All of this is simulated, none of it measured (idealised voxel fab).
Process module, titled voxel gate over fins
It is cross-section cut that appears here, measuring 215 nm in width, its square cells being 5 nm in size.
Throughout this document, each cross-section is represented as a grid of square cells and is presented as a sequence of bands enumerated from the top downward, where a band comprises one or more rows of cells.
Each band's line starts with the height of the band's top and of its bottom, in nm. Then come its materials from left to right, each with its width in nm. One material with "throughout" fills the band from edge to edge. "air" is empty space.
Height datum 0, below which the as-received substrate wafer is one material. Lowest band open at the bottom, running downward: "top 0, no bottom".
With a width like "30..40", each row of cells in the band differs from the next by the same amount, the top row carrying the first number and the bottom row the second.
"everything unchanged" (step): cross-section cells unchanged, all of them.
This entry, "Sealed voids", enumerates those empty regions of no fewer than 8 cells that possess no open connection to the top. Each region is reported in the form width x height at distance, the distance being taken from the left edge, with all three quantities expressed in nm.
Read whatever lies past the settings on a step's line as the simulator's own remark about the step.
overlay nm, on a step with a mask: how far to the right of its planned place the mask lay; to the left if negative
List of planned process steps
1. op RECEIVE | material Si
2. op CONFORMAL_DEP | material SiN | thk nm 10
3. op DIRECTIONAL_DEP | material aC | thk nm 10
4. op PATTERN | tone cover | mask id FINS | material resist | width nm 15 | pitch nm 45 | thk nm 25 | overlay nm 0
5. op DIRECTIONAL_ETCH | etch materials aC | depth nm 10
6. op STRIP | etch materials resist
7. op DIRECTIONAL_ETCH | etch materials SiN | depth nm 10
8. op DIRECTIONAL_ETCH | etch materials Si | depth nm 35
9. op STRIP | etch materials aC
10. op FILL_DEP | material SiO2 | thk nm 15
11. op CMP | height nm 10
12. op SELECTIVE_ETCH | etch materials SiO2 | depth nm 25
13. op STRIP | etch materials SiN
14. op CONFORMAL_DEP | material HfO2 | thk nm 5
15. op CONFORMAL_DEP | material TiN | thk nm 5
16. op FILL_DEP | material W | thk nm 10
17. op CMP | height nm 15
18. op CONFORMAL_DEP | material SiCN | thk nm 10
Shown in cross-section is the wafer as received, that is, as it stands after step 1
top 0, no bottom = Si throughout
Sealed voids: none
Wafer at module end, in section. Began as above, planned as above, run with one mistake
top 25, bottom 15 = SiCN throughout
top 15, bottom 10 = W throughout
top 10, bottom 5 = TiN throughout
top 5, bottom 0 = HfO2 throughout
top 0, bottom -35 = SiO2 55 / Si 15 / SiO2 30 / Si 15 / SiO2 30 / Si 15 / SiO2 55
top -35, no bottom = Si throughout
Sealed voids: none
Error vs. plan: plan step 11 was not performed, having been skipped
